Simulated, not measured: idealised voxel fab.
process module | voxel wiring stack
cross-section cut | 255 nm wide | cells 5 nm
A cross-section is a grid of square cells, given in bands from the top down. A band is one or more rows of cells.
Each band's line starts with the height of the band's top and of its bottom, in nm. Then come its materials from left to right, each with its width in nm. One material with "throughout" fills the band from edge to edge. "air" is empty space.
Height 0 is the level under which the wafer as received is all one material. The lowest band goes on downwards, as in "0 down".
A width such as "30 to 40" changes by the same amount from each row of cells to the next, from the band's top row to its bottom row.
"no change" after a step means that no cell of the cross-section changed.
closed voids: empty space of 8 cells or more with no open way to the top, each as width x height at its distance from the left edge, in nm
after a step's settings: what the simulator itself notes on the step
overlay nm, on a step with a mask: how far to the right of its planned place the mask lay; to the left if negative
plan
1 op RECEIVE | material Si
2 op CONFORMAL_DEP | material SiO2 | thk nm 15
3 op DIRECTIONAL_DEP | material TiN | thk nm 5
4 op DIRECTIONAL_DEP | material Ru | thk nm 20
5 op MASKED_ETCH | tone cover | mask id METAL_1 | width nm 30 | pitch nm 60 | etch materials Ru | depth nm 20 | overlay nm 0
6 op MASKED_ETCH | tone cover | mask id METAL_1 | width nm 30 | pitch nm 60 | etch materials TiN | depth nm 5 | overlay nm 0
7 op CONFORMAL_DEP | material SiN | thk nm 5
8 op FILL_DEP | material SiO2 | thk nm 10
9 op CMP | height nm 40
10 op CONFORMAL_DEP | material SiCN | thk nm 5
11 op DIRECTIONAL_DEP | material lowk | thk nm 30
12 op PATTERN | tone open | mask id METAL_2 | material resist | width nm 30 | pitch nm 60 | thk nm 15 | overlay nm 0
13 op DIRECTIONAL_ETCH | etch materials lowk | depth nm 20
14 op STRIP | etch materials resist
15 op MASKED_ETCH | tone open | mask id METAL_2_HOLES | width nm 15 | pitch nm 120 | etch materials lowk | depth nm 10 | overlay nm 0
16 op MASKED_ETCH | tone open | mask id METAL_2_HOLES | width nm 15 | pitch nm 120 | etch materials SiCN | depth nm 5 | overlay nm 0
17 op CONFORMAL_DEP | material TiN | thk nm 5
18 op FILL_DEP | material Cu | thk nm 5
19 op CMP | height nm 75
20 op CONFORMAL_DEP | material SiCN | thk nm 5
21 op DIRECTIONAL_DEP | material SiO2 | thk nm 30
22 op MASKED_ETCH | tone open | mask id METAL_3 | width nm 30 | pitch nm 60 | etch materials SiO2 | depth nm 15 | overlay nm 0
23 op MASKED_ETCH | tone open | mask id METAL_3_HOLES | width nm 15 | pitch nm 120 | etch materials SiO2 | depth nm 15 | overlay nm 0
24 op MASKED_ETCH | tone open | mask id METAL_3_HOLES | width nm 15 | pitch nm 120 | etch materials SiCN | depth nm 5 | overlay nm 0
25 op CONFORMAL_DEP | material TiN | thk nm 5
26 op FILL_DEP | material Cu | thk nm 10
27 op CMP | height nm 110
28 op CONFORMAL_DEP | material SiCN | thk nm 5
29 op DIRECTIONAL_DEP | material SiO2 | thk nm 30
30 op PATTERN | tone open | mask id METAL_4 | material resist | width nm 30 | pitch nm 60 | thk nm 15 | overlay nm 0
31 op DIRECTIONAL_ETCH | etch materials SiO2 | depth nm 15
32 op STRIP | etch materials resist
33 op MASKED_ETCH | tone open | mask id METAL_4_HOLES | width nm 15 | pitch nm 60 | etch materials SiO2 | depth nm 15 | overlay nm 0
34 op MASKED_ETCH | tone open | mask id METAL_4_HOLES | width nm 15 | pitch nm 60 | etch materials SiCN | depth nm 5 | overlay nm 0
35 op CONFORMAL_DEP | material TiN | thk nm 5
36 op FILL_DEP | material Cu | thk nm 10
37 op CMP | height nm 145
38 op CONFORMAL_DEP | material SiN | thk nm 5
as received, after step 1
  0 down: Si throughout
  closed voids: none
first wafer at the end, as planned
  150 to 145: SiN throughout
  145 to 135: SiO2 20 | TiN 5 | Cu 20 | TiN 5 | SiO2 30 | TiN 5 | Cu 20 | TiN 5 | SiO2 30 | TiN 5 | Cu 20 | TiN 5 | SiO2 30 | TiN 5 | Cu 20 | TiN 5 | SiO2 25
  135 to 130: SiO2 20 | TiN 5 | Cu 5 | TiN 20 | SiO2 30 | TiN 5 | Cu 5 | TiN 20 | SiO2 30 | TiN 5 | Cu 5 | TiN 20 | SiO2 30 | TiN 5 | Cu 5 | TiN 20 | SiO2 25
  130 to 115: SiO2 20 | TiN 5 | Cu 5 | TiN 5 | SiO2 45 | TiN 5 | Cu 5 | TiN 5 | SiO2 45 | TiN 5 | Cu 5 | TiN 5 | SiO2 45 | TiN 5 | Cu 5 | TiN 5 | SiO2 40
  115 to 110: SiCN 20 | TiN 15 | SiCN 45 | TiN 15 | SiCN 45 | TiN 15 | SiCN 45 | TiN 15 | SiCN 40
  110 to 100: SiO2 20 | TiN 5 | Cu 20 | TiN 5 | SiO2 30 | TiN 5 | Cu 20 | TiN 5 | SiO2 30 | TiN 5 | Cu 20 | TiN 5 | SiO2 30 | TiN 5 | Cu 20 | TiN 5 | SiO2 25
  100 to 95: SiO2 20 | TiN 5 | Cu 5 | TiN 20 | SiO2 30 | TiN 30 | SiO2 30 | TiN 5 | Cu 5 | TiN 20 | SiO2 30 | TiN 30 | SiO2 25
  95 to 80: SiO2 20 | TiN 5 | Cu 5 | TiN 5 | SiO2 105 | TiN 5 | Cu 5 | TiN 5 | SiO2 100
  80 to 75: SiCN 20 | TiN 15 | SiCN 105 | TiN 15 | SiCN 100
  75 to 60: lowk 20 | TiN 5 | Cu 20 | TiN 5 | lowk 30 | TiN 5 | Cu 20 | TiN 5 | lowk 30 | TiN 5 | Cu 20 | TiN 5 | lowk 30 | TiN 5 | Cu 20 | TiN 5 | lowk 25
  60 to 55: lowk 20 | TiN 5 | Cu 5 | TiN 20 | lowk 30 | TiN 30 | lowk 30 | TiN 5 | Cu 5 | TiN 20 | lowk 30 | TiN 30 | lowk 25
  55 to 45: lowk 20 | TiN 5 | Cu 5 | TiN 5 | lowk 105 | TiN 5 | Cu 5 | TiN 5 | lowk 100
  45 to 40: SiCN 20 | TiN 15 | SiCN 105 | TiN 15 | SiCN 100
  40 to 20: SiO2 15 | SiN 5 | Ru 30 | SiN 5 | SiO2 20 | SiN 5 | Ru 30 | SiN 5 | SiO2 20 | SiN 5 | Ru 30 | SiN 5 | SiO2 20 | SiN 5 | Ru 30 | SiN 5 | SiO2 20
  20 to 15: SiN 20 | TiN 30 | SiN 30 | TiN 30 | SiN 30 | TiN 30 | SiN 30 | TiN 30 | SiN 25
  15 to 0: SiO2 throughout
  0 down: Si throughout
  closed voids: none
second wafer at the end: like start, like plan, one mistake
  150 to 145: SiN throughout
  145 to 135: Cu throughout
  135 to 130: TiN 40 | Cu 5 | TiN 55 | Cu 5 | TiN 55 | Cu 5 | TiN 55 | Cu 5 | TiN 30
  130 to 120: SiO2 35 | TiN 5 | Cu 5 | TiN 5 | SiO2 45 | TiN 5 | Cu 5 | TiN 5 | SiO2 45 | TiN 5 | Cu 5 | TiN 5 | SiO2 45 | TiN 5 | Cu 5 | TiN 5 | SiO2 25
  120 to 115: SiO2 35 | TiN 15 | SiO2 45 | TiN 15 | SiO2 45 | TiN 15 | SiO2 45 | TiN 15 | SiO2 25
  115 to 110: SiCN throughout
  110 to 100: SiO2 20 | TiN 5 | Cu 20 | TiN 5 | SiO2 30 | TiN 5 | Cu 20 | TiN 5 | SiO2 30 | TiN 5 | Cu 20 | TiN 5 | SiO2 30 | TiN 5 | Cu 20 | TiN 5 | SiO2 25
  100 to 95: SiO2 20 | TiN 5 | Cu 5 | TiN 20 | SiO2 30 | TiN 30 | SiO2 30 | TiN 5 | Cu 5 | TiN 20 | SiO2 30 | TiN 30 | SiO2 25
  95 to 80: SiO2 20 | TiN 5 | Cu 5 | TiN 5 | SiO2 105 | TiN 5 | Cu 5 | TiN 5 | SiO2 100
  80 to 75: SiCN 20 | TiN 15 | SiCN 105 | TiN 15 | SiCN 100
  75 to 60: lowk 20 | TiN 5 | Cu 20 | TiN 5 | lowk 30 | TiN 5 | Cu 20 | TiN 5 | lowk 30 | TiN 5 | Cu 20 | TiN 5 | lowk 30 | TiN 5 | Cu 20 | TiN 5 | lowk 25
  60 to 55: lowk 20 | TiN 5 | Cu 5 | TiN 20 | lowk 30 | TiN 30 | lowk 30 | TiN 5 | Cu 5 | TiN 20 | lowk 30 | TiN 30 | lowk 25
  55 to 45: lowk 20 | TiN 5 | Cu 5 | TiN 5 | lowk 105 | TiN 5 | Cu 5 | TiN 5 | lowk 100
  45 to 40: SiCN 20 | TiN 15 | SiCN 105 | TiN 15 | SiCN 100
  40 to 20: SiO2 15 | SiN 5 | Ru 30 | SiN 5 | SiO2 20 | SiN 5 | Ru 30 | SiN 5 | SiO2 20 | SiN 5 | Ru 30 | SiN 5 | SiO2 20 | SiN 5 | Ru 30 | SiN 5 | SiO2 20
  20 to 15: SiN 20 | TiN 30 | SiN 30 | TiN 30 | SiN 30 | TiN 30 | SiN 30 | TiN 30 | SiN 25
  15 to 0: SiO2 throughout
  0 down: Si throughout
  closed voids: none
what went wrong: step 33 ran as: op MASKED_ETCH | tone cover | mask id METAL_4_HOLES | width nm 15 | pitch nm 60 | etch materials SiO2 | depth nm 15 | overlay nm 0
at the end the second wafer has, in cells: 66 more of Cu | 12 more of SiCN | 81 fewer of SiO2 | 3 more of TiN
